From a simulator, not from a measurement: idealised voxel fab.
Process module heading - voxel air gaps
Cross-section cut spans 255 nm and uses square cells 5 nm in size.
Cross-sections here: square-cell grids, written as top-down lists of bands, a band being one or more rows of cells.
What a band's entry tells you: where the top is and where the bottom is, as heights in nm, and after that what lies inside, material by material from left to right, each with its width in nm. Empty space is written as the word "air", and a single material marked with the word "edge to edge" occupies the band from edge to edge.
The reference from which all heights are counted is 0, the level beneath which the as-received wafer is entirely one material; the lowest band, having no lower bound, proceeds downward and is written after the example "0 nm and below".
The width entry "30->40" should be interpreted row by row: the top row of cells in the band takes the first number, the bottom row takes the second number, and the change between adjacent rows is uniform throughout.
Take "left unchanged" at face value: in the step it is given for, the cross-section changed in none of its cells.
"Trapped void list" means: voids of 8 cells or more that are shut off from the top with no open way through. Written width x height at distance, distance from the left edge, in nm.
Step line, after settings: the simulator's comment on this step.
A step line may carry the setting "overlay nm", which, for steps involving a mask, states the distance by which the mask lay to the right of its intended position; negative values denote displacement to the left.

Steps planned for the process
1: RECEIVE, material Si
2: CONFORMAL_DEP, material SiO2, thk nm 10
3: CONFORMAL_DEP, material SiN, thk nm 5
4: DIRECTIONAL_DEP, material lowk, thk nm 40
5: PATTERN, tone open, mask id LINES, material resist, width nm 15, pitch nm 40, thk nm 15, overlay nm 0
6: DIRECTIONAL_ETCH, etch materials lowk, depth nm 40
7: STRIP, etch materials resist
8: CONFORMAL_DEP, material TiN, thk nm 5
9: FILL_DEP, material Cu, thk nm 5
10: CMP, height nm 55
11: EPI, material Ru, thk nm 10
12: SELECTIVE_ETCH, etch materials lowk, depth nm 50
13: CONFORMAL_DEP, material SiN, thk nm 5
Keep in mind the plan's value for the width nm of step 5 comes from the first wafer; the wafers don't share that setting, but they do share the same starting point.

Cross-section of the first of several received wafers, showing its state after step 1
    0 nm and below: Si edge to edge
    Trapped void list: none

Once step 13, the last step, is complete, the module is at its end; this is the cross-section of the first of several wafers
    70 nm to 65 nm: 45 nm air, then 165 nm SiN, then 45 nm air
    65 nm to 55 nm: 45 nm air, then 5 nm SiN, then 35 nm Ru, then 5 nm SiN, then 35 nm Ru, then 5 nm SiN, then 35 nm Ru, then 5 nm SiN, then 35 nm Ru, then 5 nm SiN, then 45 nm air
    55 nm to 50 nm: 45 nm air, then 15 nm SiN, then 5 nm TiN, then 5 nm Cu, then 5 nm TiN, then 25 nm SiN, then 5 nm TiN, then 5 nm Cu, then 5 nm TiN, then 25 nm SiN, then 5 nm TiN, then 5 nm Cu, then 5 nm TiN, then 25 nm SiN, then 5 nm TiN, then 5 nm Cu, then 5 nm TiN, then 15 nm SiN, then 45 nm air
    50 nm to 20 nm: 55 nm air, then 5 nm SiN, then 5 nm TiN, then 5 nm Cu, then 5 nm TiN, then 5 nm SiN, then 15 nm air, then 5 nm SiN, then 5 nm TiN, then 5 nm Cu, then 5 nm TiN, then 5 nm SiN, then 15 nm air, then 5 nm SiN, then 5 nm TiN, then 5 nm Cu, then 5 nm TiN, then 5 nm SiN, then 15 nm air, then 5 nm SiN, then 5 nm TiN, then 5 nm Cu, then 5 nm TiN, then 5 nm SiN, then 55 nm air
    20 nm to 15 nm: 60 nm SiN, then 15 nm TiN, then 25 nm SiN, then 15 nm TiN, then 25 nm SiN, then 15 nm TiN, then 25 nm SiN, then 15 nm TiN, then 60 nm SiN
    15 nm to 10 nm: SiN edge to edge
    10 nm to 0 nm: SiO2 edge to edge
    0 nm and below: Si edge to edge
    Trapped void list: 15 x 30 at 80; 15 x 30 at 120; 15 x 30 at 160

End of module: cross-section, last of several wafers
    70 nm to 65 nm: 40 nm air, then 175 nm SiN, then 40 nm air
    65 nm to 55 nm: 40 nm air, then 5 nm SiN, then 165 nm Ru, then 5 nm SiN, then 40 nm air
    55 nm to 50 nm: 40 nm air, then 15 nm SiN, then 5 nm TiN, then 15 nm Cu, then 5 nm TiN, then 15 nm lowk, then 5 nm TiN, then 15 nm Cu, then 5 nm TiN, then 15 nm lowk, then 5 nm TiN, then 15 nm Cu, then 5 nm TiN, then 15 nm lowk, then 5 nm TiN, then 15 nm Cu, then 5 nm TiN, then 15 nm SiN, then 40 nm air
    50 nm to 20 nm: 50 nm air, then 5 nm SiN, then 5 nm TiN, then 15 nm Cu, then 5 nm TiN, then 15 nm lowk, then 5 nm TiN, then 15 nm Cu, then 5 nm TiN, then 15 nm lowk, then 5 nm TiN, then 15 nm Cu, then 5 nm TiN, then 15 nm lowk, then 5 nm TiN, then 15 nm Cu, then 5 nm TiN, then 5 nm SiN, then 50 nm air
    20 nm to 15 nm: 55 nm SiN, then 25 nm TiN, then 15 nm lowk, then 25 nm TiN, then 15 nm lowk, then 25 nm TiN, then 15 nm lowk, then 25 nm TiN, then 55 nm SiN
    15 nm to 10 nm: SiN edge to edge
    10 nm to 0 nm: SiO2 edge to edge
    0 nm and below: Si edge to edge
    Trapped void list: none

The table below has one row for each wafer; a row shows, as of the end of the module, how many cells of each material the wafer has gained, marked (+), or lost, marked (-), since it was received, and then the wafer's closed voids
width nm 15; +28 Cu; +56 Ru; +202 SiN; +102 SiO2; +68 TiN; Trapped void list: 15 x 30 at 80; 15 x 30 at 120; 15 x 30 at 160
width nm 20; +56 Cu; +64 Ru; +130 SiN; +102 SiO2; +72 TiN; +96 lowk; Trapped void list: none
width nm 25; +84 Cu; +66 Ru; +130 SiN; +102 SiO2; +76 TiN; +72 lowk; Trapped void list: none
